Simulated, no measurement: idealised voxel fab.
Process module heading - voxel capacitor over wiring
Cross-section cut spans 215 nm and uses square cells 5 nm in size.
Format of a cross-section: grid, square cells. Given as bands. Order: top down. Band: one or more rows of cells.
For a band, the entry starts with two heights in nm, that of the top and then that of the bottom, and carries on with the band's materials in order from left to right, each alongside its width in nm; the word "edge to edge" beside a single material means it fills the band edge to edge, and "air" means empty space.
Beneath 0, the wafer as received is one material, and that level is where height counting begins. The lowest band goes on downward without a bottom; it is written like "0..down".
A width such as "30..40" changes by the same amount from each row of cells to the next, from the band's top row to its bottom row.
Reading "left unchanged" for a step: not a cell of the cross-section changed in it.
Voids not open to the top, 8 cells minimum: see "Trapped cavities". Written width x height at distance; distance is from the left edge; nm.
Anything after a step's settings on that line? It's the simulator's own note about the step.
"overlay nm" denotes, for a step that has a mask, the displacement of the mask to the right of its planned place, with negative values corresponding to the left.

-- Here's what the planned process steps look like
- 1: RECEIVE,material Si
- 2: CONFORMAL_DEP,material SiO2,thk nm 10
- 3: DIRECTIONAL_DEP,material TiN,thk nm 5
- 4: DIRECTIONAL_DEP,material Ru,thk nm 20
- 5: DIRECTIONAL_DEP,material aC,thk nm 15
- 6: PATTERN,tone cover,mask id METAL_1,material resist,width nm 30,pitch nm 95,thk nm 30,overlay nm 0
- 7: DIRECTIONAL_ETCH,etch materials aC,depth nm 15
- 8: STRIP,etch materials resist
- 9: DIRECTIONAL_ETCH,etch materials Ru,depth nm 20
- 10: DIRECTIONAL_ETCH,etch materials TiN,depth nm 5
- 11: STRIP,etch materials aC
- 12: CONFORMAL_DEP,material SiN,thk nm 5
- 13: FILL_DEP,material lowk,thk nm 10
- 14: CMP,height nm 35
- 15: CONFORMAL_DEP,material SiCN,thk nm 5
- 16: DIRECTIONAL_DEP,material SiO2,thk nm 20
- 17: MASKED_ETCH,tone open,mask id PLUG_1,width nm 15,etch materials SiO2,depth nm 20,overlay nm 0
- 18: MASKED_ETCH,tone open,mask id PLUG_1,width nm 15,etch materials SiCN,depth nm 5,overlay nm 0
- 19: CONFORMAL_DEP,material TiN,thk nm 5
- 20: FILL_DEP,material Ru,thk nm 5
- 21: CMP,height nm 60
- 22: DIRECTIONAL_DEP,material TiN,thk nm 5
- 23: DIRECTIONAL_DEP,material HfO2,thk nm 5
- 24: DIRECTIONAL_DEP,material TiN,thk nm 5
- 25: PATTERN,tone cover,mask id UPPER_PLATE,material resist,width nm 70,thk nm 15,overlay nm 0
- 26: DIRECTIONAL_ETCH,etch materials TiN,depth nm 5
- 27: DIRECTIONAL_ETCH,etch materials HfO2,depth nm 5
- 28: STRIP,etch materials resist
- 29: PATTERN,tone cover,mask id LOWER_PLATE,material resist,width nm 80,thk nm 20,overlay nm 0
- 30: DIRECTIONAL_ETCH,etch materials TiN,depth nm 5
- 31: STRIP,etch materials resist
- 32: FILL_DEP,material SiO2,thk nm 20
- 33: CMP,height nm 90
- 34: PATTERN,tone open,mask id PLUG_2,material resist,width nm 15,thk nm 20,overlay nm 0
- 35: DIRECTIONAL_ETCH,etch materials SiO2,depth nm 15
- 36: STRIP,etch materials resist
- 37: CONFORMAL_DEP,material TiN,thk nm 5
- 38: FILL_DEP,material Cu,thk nm 10
- 39: CMP,height nm 90
- 40: CONFORMAL_DEP,material SiCN,thk nm 5

-- Cross-section: wafer on arrival = after step 1
  0..down = Si edge to edge
  Trapped cavities: none

-- End-of-module cross-section of the first of two wafers, processed as planned
  95..90 = SiCN edge to edge
  90..80 = 70 of SiO2 / 5 of TiN / 5 of Cu / 5 of TiN / 130 of SiO2
  80..70 = 70..60 of SiO2 / 15..70 of TiN / 130..85 of SiO2
  70..65 = 60 of SiO2 / 70 of HfO2 / 85 of SiO2
  65..60 = 55 of SiO2 / 80 of TiN / 80 of SiO2
  60..40 = 60 of SiO2 / 5 of TiN / 5 of Ru / 5 of TiN / 140 of SiO2
  40..35 = 60 of SiCN / 15 of TiN / 140 of SiCN
  35..15 = 40 of lowk / 5 of SiN / 30 of Ru / 5 of SiN / 55 of lowk / 5 of SiN / 30 of Ru / 5 of SiN / 40 of lowk
  15..10 = 45 of SiN / 30 of TiN / 65 of SiN / 30 of TiN / 45 of SiN
  10..0 = SiO2 edge to edge
  0..down = Si edge to edge
  Trapped cavities: none

-- Wafer two cross-section, module end. Start and plan unchanged from wafer one; one mistake made during the run
  95..90 = SiCN edge to edge
  90..80 = 70 of SiO2 / 5 of TiN / 5 of Cu / 5 of TiN / 130 of SiO2
  80..70 = 70..60 of SiO2 / 15..70 of TiN / 130..85 of SiO2
  70..65 = 60 of SiO2 / 70 of HfO2 / 85 of SiO2
  65..60 = 55 of SiO2 / 80 of TiN / 80 of SiO2
  60..40 = 60 of SiO2 / 5 of TiN / 5 of Ru / 5 of TiN / 140 of SiO2
  40..35 = 60 of SiCN / 15 of TiN / 140 of SiCN
  35..15 = 30 of lowk / 5 of SiN / 30 of Ru / 5 of SiN / 55 of lowk / 5 of SiN / 30 of Ru / 5 of SiN / 50 of lowk
  15..10 = 35 of SiN / 30 of TiN / 65 of SiN / 30 of TiN / 55 of SiN
  10..0 = SiO2 edge to edge
  0..down = Si edge to edge
  Trapped cavities: none
What was the processing mistake? step 6 did not use the planned setting and instead ran as PATTERN,tone cover,mask id METAL_1,material resist,width nm 30,pitch nm 95,thk nm 30,overlay nm -10
Heads up: at the end the two wafers have identical cell counts per material, they're just laid out differently.
